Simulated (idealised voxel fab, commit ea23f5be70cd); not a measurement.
You're looking at the process module voxel fin reveal.
Each square cell in cross-section cut measures 5 nm, and the section as a whole is 275 nm wide.
We lay out every cross-section as a grid of square cells and spell it out in bands from the top down, where one band means one or more rows of cells.
This entry defines a band. It first specifies the height of the band's top and the height of its bottom in nm, and then specifies the band's materials from left to right, stating each material with its width in nm. The word "full width" identifies a single material that fills the band from edge to edge, while the word "empty" identifies empty space.
Basically, 0 is our baseline, since under it the wafer straight out of the box is all one material. The bottom band has no lower end and keeps on going down, so it looks like "0..down".
The notation "30..40" denotes a width that varies across the rows of cells in the band, beginning at the first number in the top row, finishing at the second number in the bottom row, and changing by an identical amount from each row to the next.
It should be understood that the words "identical to before", when stated for a given step, signify that the cross-section underwent no change in any of its cells during that step.
This entry, "Completely enclosed voids", enumerates those empty regions of no fewer than 8 cells that possess no open connection to the top. Each region is reported in the form width x height at distance, the distance being taken from the left edge, with all three quantities expressed in nm.
Post-settings text on a step line: simulator's own remark regarding the step.
Each step line may optionally specify "overlay nm", which for a step with a mask gives the rightward distance between the mask's planned place and where it lay, a negative value indicating the leftward direction.

-- Process steps foreseen in the plan
step 1: RECEIVE (material Si)
step 2: CONFORMAL_DEP (material SiN; thk nm 10)
step 3: MASKED_ETCH (tone cover; mask id FINS; width nm 15; pitch nm 45; etch materials SiN; depth nm 10; overlay nm 0)
step 4: MASKED_ETCH (tone cover; mask id FINS; width nm 15; pitch nm 45; etch materials Si; depth nm 35; overlay nm 0)
step 5: OXIDIZE (depth nm 5)
step 6: FILL_DEP (material SiO2; thk nm 15)
step 7: CMP (height nm 10)
step 8: SELECTIVE_ETCH (etch materials SiO2; depth nm 20)
step 9: STRIP (etch materials SiN)

-- Cross-section, incoming material, after step 1
    0..down = Si full width
    Completely enclosed voids: none

-- Module complete, cross-section. Starting point and plan per above. One mistake made in running the module
    0..-10 = 65 empty  5 Si  40 empty  5 Si  40 empty  5 Si  40 empty  5 Si  70 empty
    -10..-50 = 65 SiO2  5 Si  40 SiO2  5 Si  40 SiO2  5 Si  40 SiO2  5 Si  70 SiO2
    -50..down = Si full width
    Completely enclosed voids: none
Here's what went sideways: note that step 4 departed from the planned setting and was carried out as MASKED_ETCH (tone cover; mask id FINS; width nm 15; pitch nm 45; etch materials Si; depth nm 45; overlay nm 0)
